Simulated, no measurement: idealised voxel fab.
Title: Process Module voxel self aligned contacts
Each square cell in cross-section cut measures 5 nm, and the section as a whole is 265 nm wide.
We lay out every cross-section as a grid of square cells and spell it out in bands from the top down, where one band means one or more rows of cells. The entry gives the band's vertical extent as a top height and a bottom height in nm, then its horizontal make-up as materials from left to right, each with a width in nm. "blank" stands for empty space; a single material marked "throughout" fills the band edge to edge. Measure heights from 0. That's the level where, below it, the as-received wafer is all one material. The lowest band is bottomless and extends downward; write it as in "0 and below". Graded width ("30->40"): value in top row of band = first number; value in bottom row = second number; row-to-row change constant. You'll sometimes find "nothing got changed" written for a step, and that's the way of saying that nowhere in the cross-section did a cell change during that step. "Sealed internal cavities" means: voids of 8 cells or more that are shut off from the top with no open way through. Written width x height at distance, distance from the left edge, in nm. If you see something after the settings on a step's line, that's the simulator's own remark about that step. overlay nm: on a step with a mask, how far right of its planned place the mask lay; negative means left.

Planned process steps:
- 1: RECEIVE with material Si
- 2: OXIDIZE with depth nm 5
- 3: DIRECTIONAL_DEP with material polySi, thk nm 20
- 4: DIRECTIONAL_DEP with material SiN, thk nm 20
- 5: MASKED_ETCH with tone cover, mask id GATE, width nm 35, pitch nm 60, etch materials SiN, depth nm 20, overlay nm 0
- 6: MASKED_ETCH with tone cover, mask id GATE, width nm 35, pitch nm 60, etch materials polySi, depth nm 20, overlay nm 0
- 7: CONFORMAL_DEP with material SiN, thk nm 5
- 8: DIRECTIONAL_ETCH with etch materials SiN, depth nm 5
- 9: FILL_DEP with material SiO2, thk nm 10
- 10: CMP with height nm 45
- 11: PATTERN with tone open, mask id CONTACT, material resist, width nm 45, thk nm 20, overlay nm 0
- 12: DIRECTIONAL_ETCH with etch materials SiO2, depth nm 50
- 13: STRIP with etch materials resist
- 14: CONFORMAL_DEP with material TiN, thk nm 5
- 15: FILL_DEP with material W, thk nm 10
- 16: CMP with height nm 45
- 17: CONFORMAL_DEP with material SiN, thk nm 5

The following pertains to the first of two wafers, which was processed as planned:

This is the cross-section of the wafer as we received it, i.e. after step 1:
    0 and below  Si throughout
    Sealed internal cavities: none

After step 2, in cross-section:
    0 down to -5  SiO2 throughout
    Below -5, no change.

After step 3, in cross-section:
    20 down to 0  polySi throughout
    Below 0, no change.

After step 4, in cross-section:
    40 down to 20  SiN throughout
    Below 20, no change.

After step 5, in cross-section:
    40 down to 20  blank 85 | SiN 35 | blank 25 | SiN 35 | blank 85
    Below 20, no change.

After step 6, in cross-section:
    40 down to 20  blank 85 | SiN 35 | blank 25 | SiN 35 | blank 85
    20 down to 0  blank 85 | polySi 35 | blank 25 | polySi 35 | blank 85
    Below 0, no change.

After step 7, in cross-section:
    45 down to 20  blank 80 | SiN 45 | blank 15 | SiN 45 | blank 80
    20 down to 5  blank 80 | SiN 5 | polySi 35 | SiN 5 | blank 15 | SiN 5 | polySi 35 | SiN 5 | blank 80
    5 down to 0  SiN 85 | polySi 35 | SiN 25 | polySi 35 | SiN 85
    Below 0, no change.

After step 8, in cross-section:
    40 down to 20  blank 80 | SiN 45 | blank 15 | SiN 45 | blank 80
    20 down to 0  blank 80 | SiN 5 | polySi 35 | SiN 5 | blank 15 | SiN 5 | polySi 35 | SiN 5 | blank 80
    Below 0, no change.

After step 9, in cross-section:
    50 down to 40  SiO2 throughout
    40 down to 20  SiO2 80 | SiN 45 | SiO2 15 | SiN 45 | SiO2 80
    20 down to 0  SiO2 80 | SiN 5 | polySi 35 | SiN 5 | SiO2 15 | SiN 5 | polySi 35 | SiN 5 | SiO2 80
    Below 0, no change.

After step 10, in cross-section:
    45 down to 40  SiO2 throughout
    Below 40, no change.

After step 11, in cross-section:
    65 down to 45  resist 110 | blank 45 | resist 110
    Below 45, no change.

After step 12, in cross-section:
    65 down to 45  resist 110 | blank 45 | resist 110
    45 down to 40  SiO2 110 | blank 45 | SiO2 110
    40 down to 20  SiO2 80 | SiN 45 | blank 15 | SiN 45 | SiO2 80
    20 down to 0  SiO2 80 | SiN 5 | polySi 35 | SiN 5 | blank 15 | SiN 5 | polySi 35 | SiN 5 | SiO2 80
    0 down to -5  SiO2 125 | blank 15 | SiO2 125
    Below -5, no change.

After step 13, in cross-section:
    45 down to 40  SiO2 110 | blank 45 | SiO2 110
    Below 40, no change.

After step 14, in cross-section:
    50 down to 45  TiN 115 | blank 35 | TiN 115
    45 down to 40  SiO2 110 | TiN 20 | blank 5 | TiN 20 | SiO2 110
    40 down to 20  SiO2 80 | SiN 45 | TiN 5 | blank 5 | TiN 5 | SiN 45 | SiO2 80
    20 down to 0  SiO2 80 | SiN 5 | polySi 35 | SiN 5 | TiN 5 | blank 5 | TiN 5 | SiN 5 | polySi 35 | SiN 5 | SiO2 80
    0 down to -5  SiO2 125 | TiN 15 | SiO2 125
    Below -5, no change.

After step 15, in cross-section:
    60 down to 50  W throughout
    50 down to 45  TiN 115 | W 35 | TiN 115
    45 down to 40  SiO2 110 | TiN 20 | W 5 | TiN 20 | SiO2 110
    40 down to 20  SiO2 80 | SiN 45 | TiN 5 | W 5 | TiN 5 | SiN 45 | SiO2 80
    20 down to 0  SiO2 80 | SiN 5 | polySi 35 | SiN 5 | TiN 5 | W 5 | TiN 5 | SiN 5 | polySi 35 | SiN 5 | SiO2 80
    Below 0, no change.

After step 16, in cross-section:
    45 down to 40  SiO2 110 | TiN 20 | W 5 | TiN 20 | SiO2 110
    Below 40, no change.

After step 17, in cross-section:
    50 down to 45  SiN throughout
    Below 45, no change.

Now the other wafer: same start, same recipe, but we messed up one thing when running it. Up to and including step 15 it's the same as the first one:

Here is the second wafer in cross-section at the point where step 16 of the plan should have been done: nothing got changed

Here is the second wafer in cross-section at the point where step 17 of the plan should have been done:
    65 down to 60  SiN throughout
    Below 60, no change.
Misprocessing identified: plan step 16 was not performed, having been skipped
Looking at both finished wafers in cells, the second ends up ahead of or behind the first on some materials: +46 TiN; +113 W
